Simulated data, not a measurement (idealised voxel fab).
Process module under the name voxel gate over fins
It is cross-section cut that appears here, measuring 145 nm in width, its square cells being 5 nm in size.
In what follows, cross-sections appear as grids of square cells, described through bands that run from the top down, where every band is one or more rows of cells. In this notation a band is specified by the heights of its top and bottom, in that order and in nm, after which its materials appear from left to right, each paired with its width in nm. The word "full width" attached to a single material means that material fills the band from edge to edge; the word "empty" stands for empty space. Height reference: 0 = level under which incoming wafer is all one material. Lowest band: no bottom, runs on downward, e.g. "top 0, no bottom". Per-row width for "30..40": begins at first number (top row of band), ends at second number (bottom row), increment between rows held constant. Take "nothing altered" at face value: in the step it is given for, the cross-section changed in none of its cells. Look at "Closed voids list" for the closed voids: empty spaces with no open path to the top, sized 8 cells or up. Each is width x height at distance, distance from the left edge, all nm. Whatever follows a step's settings on its line is a remark the simulator itself makes about that step. overlay nm: on a step with a mask, how far right of its planned place the mask lay; negative means left.
### Below is the list of planned process steps
1: op RECEIVE | material Si
2: op CONFORMAL_DEP | material SiN | thk nm 10
3: op DIRECTIONAL_DEP | material aC | thk nm 10
4: op PATTERN | tone cover | mask id FINS | material resist | width nm 15 | pitch nm 35 | thk nm 30 | overlay nm 0
5: op DIRECTIONAL_ETCH | etch materials aC | depth nm 10
6: op STRIP | etch materials resist
7: op DIRECTIONAL_ETCH | etch materials SiN | depth nm 10
8: op DIRECTIONAL_ETCH | etch materials Si | depth nm 40
9: op STRIP | etch materials aC
10: op OXIDIZE | depth nm 5
11: op FILL_DEP | material SiO2 | thk nm 5
12: op CMP | height nm 10
13: op SELECTIVE_ETCH | etch materials SiO2 | depth nm 25
14: op STRIP | etch materials SiN
15: op CONFORMAL_DEP | material HfO2 | thk nm 5
16: op CONFORMAL_DEP | material TiN | thk nm 5
17: op CONFORMAL_DEP | material TiAl | thk nm 5
18: op CONFORMAL_DEP | material TiN | thk nm 5
19: op FILL_DEP | material W | thk nm 15
20: op CMP | height nm 30
21: op CONFORMAL_DEP | material SiCN | thk nm 5
### Cross-section of the wafer as it came to us, i.e., already through step 1
    top 0, no bottom | Si full width
    Closed voids list: none
### Starting structure and process plan are as shown above, but one mistake was made in running the module; the wafer cross-section at the end of the module follows
    top 35, bottom 30 | SiCN full width
    top 30, bottom 20 | W full width
    top 20, bottom 15 | 30 of W  80 of TiN  35 of W
    top 15, bottom 10 | 30 of W  5 of TiN  70 of TiAl  5 of TiN  35 of W
    top 10, bottom 5 | 30 of W  5 of TiN  5 of TiAl  25 of SiO2  10 of TiAl  25 of SiO2  5 of TiAl  5 of TiN  35 of W
    top 5, bottom 0 | 35 of TiN  5 of TiAl  5 of SiO2  15 of HfO2  5 of SiO2  10 of TiAl  5 of SiO2  15 of HfO2  5 of SiO2  5 of TiAl  40 of TiN
    top 0, bottom -5 | 40 of TiAl  5 of SiO2  5 of HfO2  5 of Si  5 of HfO2  5 of SiO2  10 of TiAl  5 of SiO2  5 of HfO2  5 of Si  5 of HfO2  5 of SiO2  45 of TiAl
    top -5, bottom -10 | 45 of SiO2  5 of HfO2  5 of Si  5 of HfO2  20 of SiO2  5 of HfO2  5 of Si  5 of HfO2  50 of SiO2
    top -10, bottom -15 | 50 of HfO2  5 of Si  30 of HfO2  5 of Si  55 of HfO2
    top -15, bottom -45 | 50 of SiO2  5 of Si  30 of SiO2  5 of Si  55 of SiO2
    top -45, no bottom | Si full width
    Closed voids list: none
What was the processing mistake? step 16: run off-plan, actual operation and settings op CONFORMAL_DEP | material SiO2 | thk nm 5
